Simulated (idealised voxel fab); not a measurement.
Presented below is a process module, voxel air gaps.
For reference, the cross-section in this document is cut, with width 285 nm and square cells of 5 nm.
Throughout this document, each cross-section is represented as a grid of square cells and is presented as a sequence of bands enumerated from the top downward, where a band comprises one or more rows of cells.
The entry gives the band's vertical extent as a top height and a bottom height in nm, then its horizontal make-up as materials from left to right, each with a width in nm. "air" stands for empty space; a single material marked "throughout" fills the band edge to edge.
It should be noted that heights are counted from 0, beneath which the wafer as supplied is of one material throughout, and that the lowest band possesses no lower boundary but continues downward, as written in "from 0 down".
The notation "30..40" denotes a width that varies across the rows of cells in the band, beginning at the first number in the top row, finishing at the second number in the bottom row, and changing by an identical amount from each row to the next.
Take "same as before" at face value: in the step it is given for, the cross-section changed in none of its cells.
Closed empty spaces (no open way to the top) of 8 cells or more are what "Closed void table" lists, each as width x height at distance from the left edge, nm for all three.
Where a step's line continues beyond its settings, the continuation is a remark by the simulator itself on that step.
Regarding "overlay nm": on a step with a mask, it is the distance the mask lay to the right of its planned place; a negative value places it to the left.

Set out below are the planned steps of the process:
- 1: RECEIVE | material Si
- 2: CONFORMAL_DEP | material SiO2 | thk nm 15
- 3: CONFORMAL_DEP | material SiN | thk nm 5
- 4: DIRECTIONAL_DEP | material SiO2 | thk nm 35
- 5: PATTERN | tone open | mask id LINES | material resist | width nm 25 | pitch nm 50 | thk nm 20 | overlay nm 0
- 6: DIRECTIONAL_ETCH | etch materials SiO2 | depth nm 35
- 7: STRIP | etch materials resist
- 8: CONFORMAL_DEP | material TiN | thk nm 5
- 9: FILL_DEP | material W | thk nm 5
- 10: CMP | height nm 55
- 11: EPI | material Ru | thk nm 10
- 12: SELECTIVE_ETCH | etch materials SiO2 | depth nm 45
- 13: CONFORMAL_DEP | material SiCN | thk nm 5

The first wafer of two, processed as planned:

Received-state cross-section, reflecting completion of step 1:
	from 0 down  Si throughout
	Closed void table: none

Once step 2 is through, the wafer looks like this in cross-section:
	from 15 to 0  SiO2 throughout
	Beneath the level 0, the cross-section is identical to its previous state.

Once step 3 is through, the wafer looks like this in cross-section:
	from 20 to 15  SiN throughout
	Beneath the level 15, the cross-section is identical to its previous state.

Once step 4 is through, the wafer looks like this in cross-section:
	from 55 to 20  SiO2 throughout
	Beneath the level 20, the cross-section is identical to its previous state.

Once step 5 is through, the wafer looks like this in cross-section:
	from 75 to 55  80 nm resist; 25 nm air; 25 nm resist; 25 nm air; 25 nm resist; 25 nm air; 80 nm resist
	Beneath the level 55, the cross-section is identical to its previous state.

Once step 6 is through, the wafer looks like this in cross-section:
	from 75 to 55  80 nm resist; 25 nm air; 25 nm resist; 25 nm air; 25 nm resist; 25 nm air; 80 nm resist
	from 55 to 20  80 nm SiO2; 25 nm air; 25 nm SiO2; 25 nm air; 25 nm SiO2; 25 nm air; 80 nm SiO2
	Beneath the level 20, the cross-section is identical to its previous state.

Once step 7 is through, the wafer looks like this in cross-section:
	from 55 to 20  80 nm SiO2; 25 nm air; 25 nm SiO2; 25 nm air; 25 nm SiO2; 25 nm air; 80 nm SiO2
	Beneath the level 20, the cross-section is identical to its previous state.

Once step 8 is through, the wafer looks like this in cross-section:
	from 60 to 55  85 nm TiN; 15 nm air; 35 nm TiN; 15 nm air; 35 nm TiN; 15 nm air; 85 nm TiN
	from 55 to 25  80 nm SiO2; 5 nm TiN; 15 nm air; 5 nm TiN; 25 nm SiO2; 5 nm TiN; 15 nm air; 5 nm TiN; 25 nm SiO2; 5 nm TiN; 15 nm air; 5 nm TiN; 80 nm SiO2
	from 25 to 20  80 nm SiO2; 25 nm TiN; 25 nm SiO2; 25 nm TiN; 25 nm SiO2; 25 nm TiN; 80 nm SiO2
	Beneath the level 20, the cross-section is identical to its previous state.

Once step 9 is through, the wafer looks like this in cross-section:
	from 65 to 60  W throughout
	from 60 to 55  85 nm TiN; 15 nm W; 35 nm TiN; 15 nm W; 35 nm TiN; 15 nm W; 85 nm TiN
	from 55 to 25  80 nm SiO2; 5 nm TiN; 15 nm W; 5 nm TiN; 25 nm SiO2; 5 nm TiN; 15 nm W; 5 nm TiN; 25 nm SiO2; 5 nm TiN; 15 nm W; 5 nm TiN; 80 nm SiO2
	Beneath the level 25, the cross-section is identical to its previous state.

Once step 10 is through, the wafer looks like this in cross-section:
	from 55 to 25  80 nm SiO2; 5 nm TiN; 15 nm W; 5 nm TiN; 25 nm SiO2; 5 nm TiN; 15 nm W; 5 nm TiN; 25 nm SiO2; 5 nm TiN; 15 nm W; 5 nm TiN; 80 nm SiO2
	Beneath the level 25, the cross-section is identical to its previous state.

Once step 11 is through, the wafer looks like this in cross-section:
	from 65 to 55  70 nm air; 45 nm Ru; 5 nm air; 45 nm Ru; 5 nm air; 45 nm Ru; 70 nm air
	Beneath the level 55, the cross-section is identical to its previous state.

Once step 12 is through, the wafer looks like this in cross-section:
	from 65 to 55  70 nm air; 45 nm Ru; 5 nm air; 45 nm Ru; 5 nm air; 45 nm Ru; 70 nm air
	from 55 to 25  80 nm air; 5 nm TiN; 15 nm W; 5 nm TiN; 25 nm air; 5 nm TiN; 15 nm W; 5 nm TiN; 25 nm air; 5 nm TiN; 15 nm W; 5 nm TiN; 80 nm air
	from 25 to 20  80 nm air; 25 nm TiN; 25 nm air; 25 nm TiN; 25 nm air; 25 nm TiN; 80 nm air
	Beneath the level 20, the cross-section is identical to its previous state.

Once step 13 is through, the wafer looks like this in cross-section:
	from 70 to 65  65 nm air; 155 nm SiCN; 65 nm air
	from 65 to 55  65 nm air; 5 nm SiCN; 45 nm Ru; 5 nm SiCN; 45 nm Ru; 5 nm SiCN; 45 nm Ru; 5 nm SiCN; 65 nm air
	from 55 to 50  65 nm air; 15 nm SiCN; 5 nm TiN; 15 nm W; 5 nm TiN; 25 nm SiCN; 5 nm TiN; 15 nm W; 5 nm TiN; 25 nm SiCN; 5 nm TiN; 15 nm W; 5 nm TiN; 15 nm SiCN; 65 nm air
	from 50 to 25  75 nm air; 5 nm SiCN; 5 nm TiN; 15 nm W; 5 nm TiN; 5 nm SiCN; 15 nm air; 5 nm SiCN; 5 nm TiN; 15 nm W; 5 nm TiN; 5 nm SiCN; 15 nm air; 5 nm SiCN; 5 nm TiN; 15 nm W; 5 nm TiN; 5 nm SiCN; 75 nm air
	from 25 to 20  80 nm SiCN; 25 nm TiN; 25 nm SiCN; 25 nm TiN; 25 nm SiCN; 25 nm TiN; 80 nm SiCN
	Beneath the level 20, the cross-section is identical to its previous state.
	Closed void table: 15 x 25 at 110; 15 x 25 at 160

Okay, second wafer. Nothing different at the start, nothing different in the plan, just one mistake somewhere in the running. As far as step 4, counting that step, it's the first wafer all over again:

When step 5 should have ended:
	from 75 to 55  75 nm resist; 35 nm air; 15 nm resist; 35 nm air; 15 nm resist; 35 nm air; 75 nm resist
	Beneath the level 55, the cross-section is identical to its previous state.

When step 6 should have ended:
	from 75 to 55  75 nm resist; 35 nm air; 15 nm resist; 35 nm air; 15 nm resist; 35 nm air; 75 nm resist
	from 55 to 20  75 nm SiO2; 35 nm air; 15 nm SiO2; 35 nm air; 15 nm SiO2; 35 nm air; 75 nm SiO2
	Beneath the level 20, the cross-section is identical to its previous state.

When step 7 should have ended:
	from 55 to 20  75 nm SiO2; 35 nm air; 15 nm SiO2; 35 nm air; 15 nm SiO2; 35 nm air; 75 nm SiO2
	Beneath the level 20, the cross-section is identical to its previous state.

When step 8 should have ended:
	from 60 to 55  80 nm TiN; 25 nm air; 25 nm TiN; 25 nm air; 25 nm TiN; 25 nm air; 80 nm TiN
	from 55 to 25  75 nm SiO2; 5 nm TiN; 25 nm air; 5 nm TiN; 15 nm SiO2; 5 nm TiN; 25 nm air; 5 nm TiN; 15 nm SiO2; 5 nm TiN; 25 nm air; 5 nm TiN; 75 nm SiO2
	from 25 to 20  75 nm SiO2; 35 nm TiN; 15 nm SiO2; 35 nm TiN; 15 nm SiO2; 35 nm TiN; 75 nm SiO2
	Beneath the level 20, the cross-section is identical to its previous state.

When step 9 should have ended:
	from 65 to 60  W throughout
	from 60 to 55  80 nm TiN; 25 nm W; 25 nm TiN; 25 nm W; 25 nm TiN; 25 nm W; 80 nm TiN
	from 55 to 25  75 nm SiO2; 5 nm TiN; 25 nm W; 5 nm TiN; 15 nm SiO2; 5 nm TiN; 25 nm W; 5 nm TiN; 15 nm SiO2; 5 nm TiN; 25 nm W; 5 nm TiN; 75 nm SiO2
	Beneath the level 25, the cross-section is identical to its previous state.

When step 10 should have ended:
	from 55 to 25  75 nm SiO2; 5 nm TiN; 25 nm W; 5 nm TiN; 15 nm SiO2; 5 nm TiN; 25 nm W; 5 nm TiN; 15 nm SiO2; 5 nm TiN; 25 nm W; 5 nm TiN; 75 nm SiO2
	Beneath the level 25, the cross-section is identical to its previous state.

When step 11 should have ended:
	from 65 to 55  65 nm air; 155 nm Ru; 65 nm air
	Beneath the level 55, the cross-section is identical to its previous state.

When step 12 should have ended:
	from 65 to 55  65 nm air; 155 nm Ru; 65 nm air
	from 55 to 25  75 nm air; 5 nm TiN; 25 nm W; 5 nm TiN; 15 nm SiO2; 5 nm TiN; 25 nm W; 5 nm TiN; 15 nm SiO2; 5 nm TiN; 25 nm W; 5 nm TiN; 75 nm air
	from 25 to 20  75 nm air; 35 nm TiN; 15 nm SiO2; 35 nm TiN; 15 nm SiO2; 35 nm TiN; 75 nm air
	Beneath the level 20, the cross-section is identical to its previous state.

When step 13 should have ended:
	from 70 to 65  60 nm air; 165 nm SiCN; 60 nm air
	from 65 to 55  60 nm air; 5 nm SiCN; 155 nm Ru; 5 nm SiCN; 60 nm air
	from 55 to 50  60 nm air; 15 nm SiCN; 5 nm TiN; 25 nm W; 5 nm TiN; 15 nm SiO2; 5 nm TiN; 25 nm W; 5 nm TiN; 15 nm SiO2; 5 nm TiN; 25 nm W; 5 nm TiN; 15 nm SiCN; 60 nm air
	from 50 to 25  70 nm air; 5 nm SiCN; 5 nm TiN; 25 nm W; 5 nm TiN; 15 nm SiO2; 5 nm TiN; 25 nm W; 5 nm TiN; 15 nm SiO2; 5 nm TiN; 25 nm W; 5 nm TiN; 5 nm SiCN; 70 nm air
	from 25 to 20  75 nm SiCN; 35 nm TiN; 15 nm SiO2; 35 nm TiN; 15 nm SiO2; 35 nm TiN; 75 nm SiCN
	Beneath the level 20, the cross-section is identical to its previous state.
In executing the process, a mistake was made relative to the plan: step 5 ran differently from the plan; actual operation with settings: PATTERN | tone open | mask id LINES | material resist | width nm 35 | pitch nm 50 | thk nm 20 | overlay nm 0
Bottom line after processing is that, in cells, the second wafer is up or down on some materials versus the first: Ru +8, SiCN -44, SiO2 +42, TiN +6, W +36
Quick summary for you: first wafer finishes at 2 closed voids, second at 0.
